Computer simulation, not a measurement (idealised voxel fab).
process module | voxel wiring stack
cross-section cut | 235 nm wide | cells 5 nm
A cross-section is a grid of square cells, given in bands from the top down. A band is one or more rows of cells.
Each band's line starts with the height of the band's top and of its bottom, in nm. Then come its materials from left to right, each with its width in nm. One material with "throughout" fills the band from edge to edge. "air" is empty space.
Height 0 is the level under which the wafer as received is all one material. The lowest band goes on downwards, as in "0 down".
A width such as "30 to 40" changes by the same amount from each row of cells to the next, from the band's top row to its bottom row.
"no change" after a step means that no cell of the cross-section changed.
closed voids: empty space of 8 cells or more with no open way to the top, each as width x height at its distance from the left edge, in nm
after a step's settings: what the simulator itself notes on the step
overlay nm, on a step with a mask: how far to the right of its planned place the mask lay; to the left if negative
plan
1 op RECEIVE | material Si
2 op CONFORMAL_DEP | material SiO2 | thk nm 10
3 op DIRECTIONAL_DEP | material TiN | thk nm 5
4 op DIRECTIONAL_DEP | material Ru | thk nm 15
5 op DIRECTIONAL_DEP | material aC | thk nm 15
6 op PATTERN | tone cover | mask id METAL_1 | material resist | width nm 20 | pitch nm 50 | thk nm 30 | overlay nm 0
7 op DIRECTIONAL_ETCH | etch materials aC | depth nm 15
8 op STRIP | etch materials resist
9 op DIRECTIONAL_ETCH | etch materials Ru | depth nm 15
10 op DIRECTIONAL_ETCH | etch materials TiN | depth nm 5
11 op STRIP | etch materials aC
12 op CONFORMAL_DEP | material SiCN | thk nm 5
13 op FILL_DEP | material SiO2 | thk nm 5
14 op CMP | height nm 30
15 op CONFORMAL_DEP | material SiCN | thk nm 5
16 op DIRECTIONAL_DEP | material SiO2 | thk nm 15
17 op DIRECTIONAL_DEP | material aC | thk nm 10
18 op PATTERN | tone open | mask id PLUG_1 | material resist | width nm 15 | pitch nm 50 | thk nm 25 | overlay nm 0
19 op DIRECTIONAL_ETCH | etch materials aC | depth nm 10
20 op STRIP | etch materials resist
21 op DIRECTIONAL_ETCH | etch materials SiO2 | depth nm 15
22 op DIRECTIONAL_ETCH | etch materials SiCN | depth nm 5
23 op STRIP | etch materials aC
24 op CONFORMAL_DEP | material TiN | thk nm 5
25 op FILL_DEP | material Ru | thk nm 5
26 op CMP | height nm 50
27 op CONFORMAL_DEP | material SiN | thk nm 5
28 op DIRECTIONAL_DEP | material lowk | thk nm 25
29 op MASKED_ETCH | tone open | mask id METAL_2 | width nm 20 | pitch nm 50 | etch materials lowk | depth nm 25 | overlay nm 0
30 op MASKED_ETCH | tone open | mask id METAL_2 | width nm 20 | pitch nm 50 | etch materials SiN | depth nm 5 | overlay nm 0
31 op CONFORMAL_DEP | material TiN | thk nm 5
32 op FILL_DEP | material W | thk nm 5
33 op CMP | height nm 80
34 op CONFORMAL_DEP | material SiCN | thk nm 5
35 op DIRECTIONAL_DEP | material SiO2 | thk nm 30
36 op DIRECTIONAL_DEP | material aC | thk nm 10
37 op PATTERN | tone open | mask id METAL_3_HOLES | material resist | width nm 15 | thk nm 30 | overlay nm 0
38 op DIRECTIONAL_ETCH | etch materials aC | depth nm 10
39 op STRIP | etch materials resist
40 op DIRECTIONAL_ETCH | etch materials SiO2 | depth nm 30
41 op STRIP | etch materials aC
42 op MASKED_ETCH | tone open | mask id METAL_3 | width nm 20 | pitch nm 50 | etch materials SiO2 | depth nm 15 | overlay nm 0
43 op MASKED_ETCH | tone open | mask id METAL_3 | width nm 20 | pitch nm 50 | etch materials SiCN | depth nm 5 | overlay nm 0
44 op CONFORMAL_DEP | material TiN | thk nm 5
45 op FILL_DEP | material Ru | thk nm 5
46 op CMP | height nm 115
47 op CONFORMAL_DEP | material SiN | thk nm 5
first wafer, as planned
as received, after step 1
  0 down: Si throughout
  closed voids: none
after step 2
  10 to 0: SiO2 throughout
  below 0: unchanged
after step 3
  15 to 10: TiN throughout
  below 10: unchanged
after step 4
  30 to 15: Ru throughout
  below 15: unchanged
after step 5
  45 to 30: aC throughout
  below 30: unchanged
after step 6
  75 to 45: air 80 | resist 20 | air 30 | resist 20 | air 85
  below 45: unchanged
after step 7
  60 to 45: air 80 | resist 20 | air 30 | resist 20 | air 85
  45 to 30: air 80 | aC 20 | air 30 | aC 20 | air 85
  below 30: unchanged
after step 8
  45 to 30: air 80 | aC 20 | air 30 | aC 20 | air 85
  below 30: unchanged
after step 9
  45 to 30: air 80 | aC 20 | air 30 | aC 20 | air 85
  30 to 15: air 80 | Ru 20 | air 30 | Ru 20 | air 85
  below 15: unchanged
after step 10
  45 to 30: air 80 | aC 20 | air 30 | aC 20 | air 85
  30 to 15: air 80 | Ru 20 | air 30 | Ru 20 | air 85
  15 to 10: air 80 | TiN 20 | air 30 | TiN 20 | air 85
  below 10: unchanged
after step 11
  30 to 15: air 80 | Ru 20 | air 30 | Ru 20 | air 85
  below 15: unchanged
after step 12
  35 to 30: air 75 | SiCN 30 | air 20 | SiCN 30 | air 80
  30 to 15: air 75 | SiCN 5 | Ru 20 | SiCN 5 | air 20 | SiCN 5 | Ru 20 | SiCN 5 | air 80
  15 to 10: SiCN 80 | TiN 20 | SiCN 30 | TiN 20 | SiCN 85
  below 10: unchanged
after step 13
  40 to 35: SiO2 throughout
  35 to 30: SiO2 75 | SiCN 30 | SiO2 20 | SiCN 30 | SiO2 80
  30 to 15: SiO2 75 | SiCN 5 | Ru 20 | SiCN 5 | SiO2 20 | SiCN 5 | Ru 20 | SiCN 5 | SiO2 80
  below 15: unchanged
after step 14
  30 to 15: SiO2 75 | SiCN 5 | Ru 20 | SiCN 5 | SiO2 20 | SiCN 5 | Ru 20 | SiCN 5 | SiO2 80
  below 15: unchanged
after step 15
  35 to 30: SiCN throughout
  below 30: unchanged
after step 16
  50 to 35: SiO2 throughout
  below 35: unchanged
after step 17
  60 to 50: aC throughout
  below 50: unchanged
after step 18
  85 to 60: resist 80 | air 15 | resist 35 | air 15 | resist 90
  below 60: unchanged
after step 19
  75 to 60: resist 80 | air 15 | resist 35 | air 15 | resist 90
  60 to 50: aC 80 | air 15 | aC 35 | air 15 | aC 90
  below 50: unchanged
after step 20
  60 to 50: aC 80 | air 15 | aC 35 | air 15 | aC 90
  below 50: unchanged
after step 21
  60 to 50: aC 80 | air 15 | aC 35 | air 15 | aC 90
  50 to 35: SiO2 80 | air 15 | SiO2 35 | air 15 | SiO2 90
  below 35: unchanged
after step 22
  60 to 50: aC 80 | air 15 | aC 35 | air 15 | aC 90
  50 to 35: SiO2 80 | air 15 | SiO2 35 | air 15 | SiO2 90
  35 to 30: SiCN 80 | air 15 | SiCN 35 | air 15 | SiCN 90
  below 30: unchanged
after step 23
  50 to 35: SiO2 80 | air 15 | SiO2 35 | air 15 | SiO2 90
  below 35: unchanged
after step 24
  55 to 50: TiN 85 | air 5 | TiN 45 | air 5 | TiN 95
  50 to 35: SiO2 80 | TiN 5 | air 5 | TiN 5 | SiO2 35 | TiN 5 | air 5 | TiN 5 | SiO2 90
  35 to 30: SiCN 80 | TiN 15 | SiCN 35 | TiN 15 | SiCN 90
  below 30: unchanged
after step 25
  60 to 55: Ru throughout
  55 to 50: TiN 85 | Ru 5 | TiN 45 | Ru 5 | TiN 95
  50 to 35: SiO2 80 | TiN 5 | Ru 5 | TiN 5 | SiO2 35 | TiN 5 | Ru 5 | TiN 5 | SiO2 90
  below 35: unchanged
after step 26
  50 to 35: SiO2 80 | TiN 5 | Ru 5 | TiN 5 | SiO2 35 | TiN 5 | Ru 5 | TiN 5 | SiO2 90
  below 35: unchanged
after step 27
  55 to 50: SiN throughout
  below 50: unchanged
after step 28
  80 to 55: lowk throughout
  below 55: unchanged
after step 29
  80 to 55: lowk 80 | air 20 | lowk 30 | air 20 | lowk 85
  below 55: unchanged
after step 30
  80 to 55: lowk 80 | air 20 | lowk 30 | air 20 | lowk 85
  55 to 50: SiN 80 | air 20 | SiN 30 | air 20 | SiN 85
  below 50: unchanged
after step 31
  85 to 80: TiN 85 | air 10 | TiN 40 | air 10 | TiN 90
  80 to 55: lowk 80 | TiN 5 | air 10 | TiN 5 | lowk 30 | TiN 5 | air 10 | TiN 5 | lowk 85
  55 to 50: SiN 80 | TiN 20 | SiN 30 | TiN 20 | SiN 85
  below 50: unchanged
after step 32
  90 to 85: W throughout
  85 to 80: TiN 85 | W 10 | TiN 40 | W 10 | TiN 90
  80 to 55: lowk 80 | TiN 5 | W 10 | TiN 5 | lowk 30 | TiN 5 | W 10 | TiN 5 | lowk 85
  below 55: unchanged
after step 33
  80 to 55: lowk 80 | TiN 5 | W 10 | TiN 5 | lowk 30 | TiN 5 | W 10 | TiN 5 | lowk 85
  below 55: unchanged
after step 34
  85 to 80: SiCN throughout
  below 80: unchanged
after step 35
  115 to 85: SiO2 throughout
  below 85: unchanged
after step 36
  125 to 115: aC throughout
  below 115: unchanged
after step 37
  155 to 125: resist 80 | air 15 | resist 140
  below 125: unchanged
after step 38
  145 to 125: resist 80 | air 15 | resist 140
  125 to 115: aC 80 | air 15 | aC 140
  below 115: unchanged
after step 39
  125 to 115: aC 80 | air 15 | aC 140
  below 115: unchanged
after step 40
  125 to 115: aC 80 | air 15 | aC 140
  115 to 85: SiO2 80 | air 15 | SiO2 140
  below 85: unchanged
after step 41
  115 to 85: SiO2 80 | air 15 | SiO2 140
  below 85: unchanged
after step 42
  115 to 100: SiO2 80 | air 20 | SiO2 30 | air 20 | SiO2 85
  below 100: unchanged
after step 43
  115 to 100: SiO2 80 | air 20 | SiO2 30 | air 20 | SiO2 85
  100 to 85: SiO2 80 | air 15 | SiO2 140
  85 to 80: SiCN 80 | air 15 | SiCN 140
  below 80: unchanged
after step 44
  120 to 115: TiN 85 | air 10 | TiN 40 | air 10 | TiN 90
  115 to 105: SiO2 80 | TiN 5 | air 10 | TiN 5 | SiO2 30 | TiN 5 | air 10 | TiN 5 | SiO2 85
  105 to 100: SiO2 80 | TiN 5 | air 5 | TiN 10 | SiO2 30 | TiN 20 | SiO2 85
  100 to 85: SiO2 80 | TiN 5 | air 5 | TiN 5 | SiO2 140
  85 to 80: SiCN 80 | TiN 15 | SiCN 140
  below 80: unchanged
after step 45
  125 to 120: Ru throughout
  120 to 115: TiN 85 | Ru 10 | TiN 40 | Ru 10 | TiN 90
  115 to 105: SiO2 80 | TiN 5 | Ru 10 | TiN 5 | SiO2 30 | TiN 5 | Ru 10 | TiN 5 | SiO2 85
  105 to 100: SiO2 80 | TiN 5 | Ru 5 | TiN 10 | SiO2 30 | TiN 20 | SiO2 85
  100 to 85: SiO2 80 | TiN 5 | Ru 5 | TiN 5 | SiO2 140
  below 85: unchanged
after step 46
  115 to 105: SiO2 80 | TiN 5 | Ru 10 | TiN 5 | SiO2 30 | TiN 5 | Ru 10 | TiN 5 | SiO2 85
  below 105: unchanged
after step 47
  120 to 115: SiN throughout
  below 115: unchanged
second wafer: like start, like plan, one mistake. Through step 27 it matches the first wafer
when step 28 should have ended
  75 to 55: lowk throughout
  below 55: unchanged
when step 29 should have ended
  75 to 55: lowk 80 | air 20 | lowk 30 | air 20 | lowk 85
  below 55: unchanged
when step 30 should have ended
  75 to 55: lowk 80 | air 20 | lowk 30 | air 20 | lowk 85
  55 to 50: SiN 80 | air 20 | SiN 30 | air 20 | SiN 85
  below 50: unchanged
when step 31 should have ended
  80 to 75: TiN 85 | air 10 | TiN 40 | air 10 | TiN 90
  75 to 55: lowk 80 | TiN 5 | air 10 | TiN 5 | lowk 30 | TiN 5 | air 10 | TiN 5 | lowk 85
  55 to 50: SiN 80 | TiN 20 | SiN 30 | TiN 20 | SiN 85
  below 50: unchanged
when step 32 should have ended
  85 to 80: W throughout
  80 to 75: TiN 85 | W 10 | TiN 40 | W 10 | TiN 90
  75 to 55: lowk 80 | TiN 5 | W 10 | TiN 5 | lowk 30 | TiN 5 | W 10 | TiN 5 | lowk 85
  below 55: unchanged
when step 33 should have ended
  80 to 75: TiN 85 | W 10 | TiN 40 | W 10 | TiN 90
  below 75: unchanged
when step 34 should have ended
  85 to 80: SiCN throughout
  below 80: unchanged
when step 35 should have ended
  115 to 85: SiO2 throughout
  below 85: unchanged
when step 36 should have ended
  125 to 115: aC throughout
  below 115: unchanged
when step 37 should have ended
  155 to 125: resist 80 | air 15 | resist 140
  below 125: unchanged
when step 38 should have ended
  145 to 125: resist 80 | air 15 | resist 140
  125 to 115: aC 80 | air 15 | aC 140
  below 115: unchanged
when step 39 should have ended
  125 to 115: aC 80 | air 15 | aC 140
  below 115: unchanged
when step 40 should have ended
  125 to 115: aC 80 | air 15 | aC 140
  115 to 85: SiO2 80 | air 15 | SiO2 140
  below 85: unchanged
when step 41 should have ended
  115 to 85: SiO2 80 | air 15 | SiO2 140
  below 85: unchanged
when step 42 should have ended
  115 to 100: SiO2 80 | air 20 | SiO2 30 | air 20 | SiO2 85
  below 100: unchanged
when step 43 should have ended
  115 to 100: SiO2 80 | air 20 | SiO2 30 | air 20 | SiO2 85
  100 to 85: SiO2 80 | air 15 | SiO2 140
  85 to 80: SiCN 80 | air 15 | SiCN 140
  below 80: unchanged
when step 44 should have ended
  120 to 115: TiN 85 | air 10 | TiN 40 | air 10 | TiN 90
  115 to 105: SiO2 80 | TiN 5 | air 10 | TiN 5 | SiO2 30 | TiN 5 | air 10 | TiN 5 | SiO2 85
  105 to 100: SiO2 80 | TiN 5 | air 5 | TiN 10 | SiO2 30 | TiN 20 | SiO2 85
  100 to 85: SiO2 80 | TiN 5 | air 5 | TiN 5 | SiO2 140
  85 to 80: SiCN 80 | TiN 15 | SiCN 140
  below 80: unchanged
when step 45 should have ended
  125 to 120: Ru throughout
  120 to 115: TiN 85 | Ru 10 | TiN 40 | Ru 10 | TiN 90
  115 to 105: SiO2 80 | TiN 5 | Ru 10 | TiN 5 | SiO2 30 | TiN 5 | Ru 10 | TiN 5 | SiO2 85
  105 to 100: SiO2 80 | TiN 5 | Ru 5 | TiN 10 | SiO2 30 | TiN 20 | SiO2 85
  100 to 85: SiO2 80 | TiN 5 | Ru 5 | TiN 5 | SiO2 140
  below 85: unchanged
when step 46 should have ended
  115 to 105: SiO2 80 | TiN 5 | Ru 10 | TiN 5 | SiO2 30 | TiN 5 | Ru 10 | TiN 5 | SiO2 85
  below 105: unchanged
when step 47 should have ended
  120 to 115: SiN throughout
  below 115: unchanged
what went wrong: step 28 ran as: op DIRECTIONAL_DEP | material lowk | thk nm 20
at the end the second wafer has, in cells: 39 more of TiN | 39 fewer of lowk
